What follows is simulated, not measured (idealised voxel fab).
Process module heading - voxel ribs on slabs
For reference, the cross-section in this document is cut, with width 225 nm and square cells of 5 nm.
Heads up, the way a cross-section reads in here is a grid of square cells, handed over as bands from the top down, with every band being one or more rows of cells.
Look at the band entry: it leads with the top's height and the bottom's height in nm. Then it lists the materials left to right, with a width in nm for each. The word "edge to edge" on a single material says that material fills the band edge to edge. The word "air" is empty space.
Height 0 is the level under which the wafer as received is all one material. The lowest band goes on downwards, as in "0 and below".
Width spec "30 to 40" -> top row of cells at first value, bottom row at second value, equal per-row change in between.
When a step is marked "identical to before", none of the cells in the cross-section changed during that step.
"Closed void table": sealed empty spaces, 8 cells or more, no open way to top, listed width x height at distance, with distance from the left edge and width, height and distance in nm.
What comes after the settings on a step's line is commentary from the simulator itself on that step.
The setting "overlay nm" may be written on the line of a step. When the step uses a mask, the value reports how far to the right of the planned place the mask lay, and a negative value reports that it lay to the left.

[Process steps foreseen in the plan]
1: RECEIVE [material Si]
2: DIRECTIONAL_DEP [material SiO2] [thk nm 30]
3: DIRECTIONAL_DEP [material SiN] [thk nm 25]
4: PATTERN [tone cover] [mask id RIB] [material resist] [width nm 20] [thk nm 20] [overlay nm 0]
5: DIRECTIONAL_ETCH [etch materials SiN] [depth nm 10]
6: STRIP [etch materials resist]
7: MASKED_ETCH [tone cover] [mask id SLAB] [width nm 80] [etch materials SiN] [depth nm 15] [overlay nm 0]
8: FILL_DEP [material SiO2] [thk nm 25]
9: CMP [height nm 70]
10: DIRECTIONAL_DEP [material TiN] [thk nm 10]
11: PATTERN [tone cover] [mask id HEATER] [material resist] [width nm 30] [thk nm 15] [overlay nm 0]
12: DIRECTIONAL_ETCH [etch materials TiN] [depth nm 10]
13: STRIP [etch materials resist]
14: CONFORMAL_DEP [material SiO2] [thk nm 5]

[Step 1 complete: cross-section of the wafer as received]
    0 and below | Si edge to edge
    Closed void table: none

[Cross-section, first of two wafers, end of module, run as planned]
    85 down to 80 | air 90  SiO2 40  air 95
    80 down to 75 | air 90  SiO2 5  TiN 30  SiO2 5  air 95
    75 down to 70 | SiO2 95  TiN 30  SiO2 100
    70 down to 55 | SiO2 edge to edge
    55 down to 45 | SiO2 100  SiN 20  SiO2 105
    45 down to 30 | SiO2 70  SiN 80  SiO2 75
    30 down to 0 | SiO2 edge to edge
    0 and below | Si edge to edge
    Closed void table: none

[End of module, second wafer, cross-section. Started like the first, planned like the first, run with one mistake]
    85 down to 80 | air 90  SiO2 40  air 95
    80 down to 75 | air 90  SiO2 5  TiN 30  SiO2 5  air 95
    75 down to 70 | SiO2 95  TiN 30  SiO2 100
    70 down to 50 | SiO2 edge to edge
    50 down to 40 | SiO2 100  SiN 20  SiO2 105
    40 down to 30 | SiO2 70  SiN 80  SiO2 75
    30 down to 0 | SiO2 edge to edge
    0 and below | Si edge to edge
    Closed void table: none
What was done differently from what was planned? contrary to plan, step 3 was performed as DIRECTIONAL_DEP [material SiN] [thk nm 20]
FYI, end of process, the second wafer has more or fewer cells of some materials than the first: 16 fewer of SiN; 16 more of SiO2
